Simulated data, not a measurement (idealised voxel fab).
You're looking at the process module voxel capacitor over wiring.
cross-section cut | 285 nm wide | cells 5 nm
Heads up, the way a cross-section reads in here is a grid of square cells, handed over as bands from the top down, with every band being one or more rows of cells. Basically the band line says how high the top is and how high the bottom is, in nm, and then what's in it from left to right, every material with its width in nm. Empty space shows up as "empty", and if a single material carries "edge to edge" it runs the full band edge to edge. A quick word on heights: they are counted from 0, and under that level the wafer as it came to us is one material throughout. The lowest band is different from the rest in having no bottom; it simply continues downward, written as in "z 0 and below". Per-row width for "30->40": begins at first number (top row of band), ends at second number (bottom row), increment between rows held constant. Key: "remains unaltered" - step with no changed cell in the cross-section. So "Voids, sealed" is basically the list of trapped voids: any empty space of 8 cells or more that can't reach the top through an opening. They're written width x height at distance, the distance being from the left edge, and it's all nm. Post-settings text on a step line: simulator's own remark regarding the step. "overlay nm" denotes, for a step that has a mask, the displacement of the mask to the right of its planned place, with negative values corresponding to the left.
Listed below are the process steps as planned
step 1: RECEIVE | material Si
step 2: CONFORMAL_DEP | material SiO2 | thk nm 15
step 3: DIRECTIONAL_DEP | material TiN | thk nm 5
step 4: DIRECTIONAL_DEP | material Ru | thk nm 20
step 5: PATTERN | tone cover | mask id METAL_1 | material resist | width nm 30 | pitch nm 100 | thk nm 20 | overlay nm 0
step 6: DIRECTIONAL_ETCH | etch materials Ru | depth nm 20
step 7: DIRECTIONAL_ETCH | etch materials TiN | depth nm 5
step 8: STRIP | etch materials resist
step 9: FILL_DEP | material SiO2 | thk nm 10
step 10: CMP | height nm 40
step 11: CONFORMAL_DEP | material SiCN | thk nm 5
step 12: DIRECTIONAL_DEP | material lowk | thk nm 15
step 13: DIRECTIONAL_DEP | material aC | thk nm 15
step 14: PATTERN | tone open | mask id PLUG_1 | material resist | width nm 15 | thk nm 30 | overlay nm 0
step 15: DIRECTIONAL_ETCH | etch materials aC | depth nm 15
step 16: STRIP | etch materials resist
step 17: DIRECTIONAL_ETCH | etch materials lowk | depth nm 15
step 18: DIRECTIONAL_ETCH | etch materials SiCN | depth nm 5
step 19: STRIP | etch materials aC
step 20: EPI | material Ru | thk nm 10
step 21: EPI | material Ru | thk nm 10
step 22: DIRECTIONAL_DEP | material TiN | thk nm 10
step 23: DIRECTIONAL_DEP | material Al2O3 | thk nm 5
step 24: DIRECTIONAL_DEP | material TiN | thk nm 5
step 25: PATTERN | tone cover | mask id UPPER_PLATE | material resist | width nm 75 | thk nm 15 | overlay nm 0
step 26: DIRECTIONAL_ETCH | etch materials TiN | depth nm 5
step 27: DIRECTIONAL_ETCH | etch materials Al2O3 | depth nm 5
step 28: STRIP | etch materials resist
step 29: MASKED_ETCH | tone cover | mask id LOWER_PLATE | width nm 85 | etch materials TiN | depth nm 10 | overlay nm 0
step 30: FILL_DEP | material SiO2 | thk nm 20
step 31: CMP | height nm 95
step 32: MASKED_ETCH | tone open | mask id PLUG_2 | width nm 15 | etch materials SiO2 | depth nm 15 | overlay nm 0
step 33: CONFORMAL_DEP | material TiN | thk nm 5
step 34: FILL_DEP | material Ru | thk nm 10
step 35: CMP | height nm 95
step 36: CONFORMAL_DEP | material SiN | thk nm 5
Here's what the wafer looked like in cross-section when it arrived - that's after step 1
- z 0 and below  Si edge to edge
- Voids, sealed: none
Final cross-section, module run with one mistake (start and plan as above)
- z 100 to 95  SiN edge to edge
- z 95 to 85  SiO2: 100, TiN: 5, Ru: 5, TiN: 5, SiO2: 170
- z 85 to 75  SiO2: 100->90, TiN: 15->75, SiO2: 170->120
- z 75 to 65  SiO2: 85, TiN: 85, SiO2: 115
- z 65 to 60  Al2O3 edge to edge
- z 60 to 45  lowk: 90, Ru: 15, lowk: 180
- z 45 to 40  SiCN: 90, Ru: 15, SiCN: 180
- z 40 to 20  SiO2: 75, Ru: 30, SiO2: 70, Ru: 30, SiO2: 80
- z 20 to 15  SiO2: 75, TiN: 30, SiO2: 70, TiN: 30, SiO2: 80
- z 15 to 0  SiO2 edge to edge
- z 0 and below  Si edge to edge
- Voids, sealed: none
The mistake made against the process plan was this: plan vs actual: 22 and 23 interchanged
